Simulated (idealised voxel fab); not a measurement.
Proc. module: voxel self aligned vias
cross-section cut | 300 nm wide | cells 5 nm
Cross-section format: a grid of square cells, given as bands from top to bottom; each band is one or more rows of cells.
Top, bottom (nm), then materials left to right with widths (nm); lone material tagged "all across" fills the whole band edge to edge; "air" = empty space.
Counting heights begins at 0, where everything beneath is, in the wafer as received, one material. The lowest band has no bottom; it goes on downwards, as "from 0 down" shows.
Note: "30 to 40" means the width goes from the first number (top row of the band) to the second number (bottom row) in equal steps per row of cells.
Reading "same as before" for a step: not a cell of the cross-section changed in it.
The list in "Fully closed voids" covers empty spaces of 8 cells or more that cannot reach the top through any open way, and it gives each as width x height at distance; the distance is from the left edge, and width, height and distance are in nm.
Past the settings on a step's line: simulator remark, on that step.
Each step line may optionally specify "overlay nm", which for a step with a mask gives the rightward distance between the mask's planned place and where it lay, a negative value indicating the leftward direction.
# These are the steps we planned for the process
| 1 | RECEIVE | material Si |
| 2 | CONFORMAL_DEP | material SiO2 | thk nm 15 |
| 3 | CONFORMAL_DEP | material SiCN | thk nm 5 |
| 4 | DIRECTIONAL_DEP | material SiO2 | thk nm 25 |
| 5 | PATTERN | tone open | mask id LINES | material resist | width nm 20 | pitch nm 60 | thk nm 15 | overlay nm 0 |
| 6 | DIRECTIONAL_ETCH | etch materials SiO2 | depth nm 25 |
| 7 | STRIP | etch materials resist |
| 8 | CONFORMAL_DEP | material TiN | thk nm 5 |
| 9 | FILL_DEP | material W | thk nm 10 |
| 10 | CMP | height nm 45 |
| 11 | SELECTIVE_ETCH | etch materials W Ru TiN | depth nm 5 |
| 12 | FILL_DEP | material SiN | thk nm 5 |
| 13 | CMP | height nm 45 |
| 14 | DIRECTIONAL_DEP | material SiO2 | thk nm 20 |
| 15 | DIRECTIONAL_DEP | material aC | thk nm 10 |
| 16 | PATTERN | tone open | mask id VIAS | material resist | width nm 40 | pitch nm 60 | thk nm 30 | overlay nm 0 |
| 17 | DIRECTIONAL_ETCH | etch materials aC | depth nm 10 |
| 18 | STRIP | etch materials resist |
| 19 | DIRECTIONAL_ETCH | etch materials SiO2 | depth nm 20 |
| 20 | DIRECTIONAL_ETCH | etch materials SiN | depth nm 5 |
| 21 | STRIP | etch materials aC |
| 22 | CONFORMAL_DEP | material TiN | thk nm 5 |
| 23 | FILL_DEP | material Ru | thk nm 10 |
| 24 | CMP | height nm 65 |
| 25 | CONFORMAL_DEP | material SiN | thk nm 5 |
# Incoming wafer in cross-section (state: after step 1)
from 0 down | Si all across
Fully closed voids: none
# Wafer at module end, in section. Began as above, planned as above, run with one mistake
from 70 to 65 | SiN all across
from 65 to 45 | SiO2=70 / TiN=5 / Ru=30 / TiN=5 / SiO2=20 / TiN=5 / Ru=30 / TiN=5 / SiO2=20 / TiN=5 / Ru=30 / TiN=5 / SiO2=70
from 45 to 40 | SiN=70 / TiN=40 / SiN=20 / TiN=40 / SiN=20 / TiN=40 / SiN=70
from 40 to 20 | SiO2=80 / TiN=5 / W=10 / TiN=5 / SiO2=40 / TiN=5 / W=10 / TiN=5 / SiO2=40 / TiN=5 / W=10 / TiN=5 / SiO2=80
from 20 to 15 | SiO2=80 / TiN=20 / SiO2=40 / TiN=20 / SiO2=40 / TiN=20 / SiO2=80
from 15 to 0 | SiO2 all across
from 0 down | Si all across
Fully closed voids: none
What went wrong in running the wafer? step 3 was left out
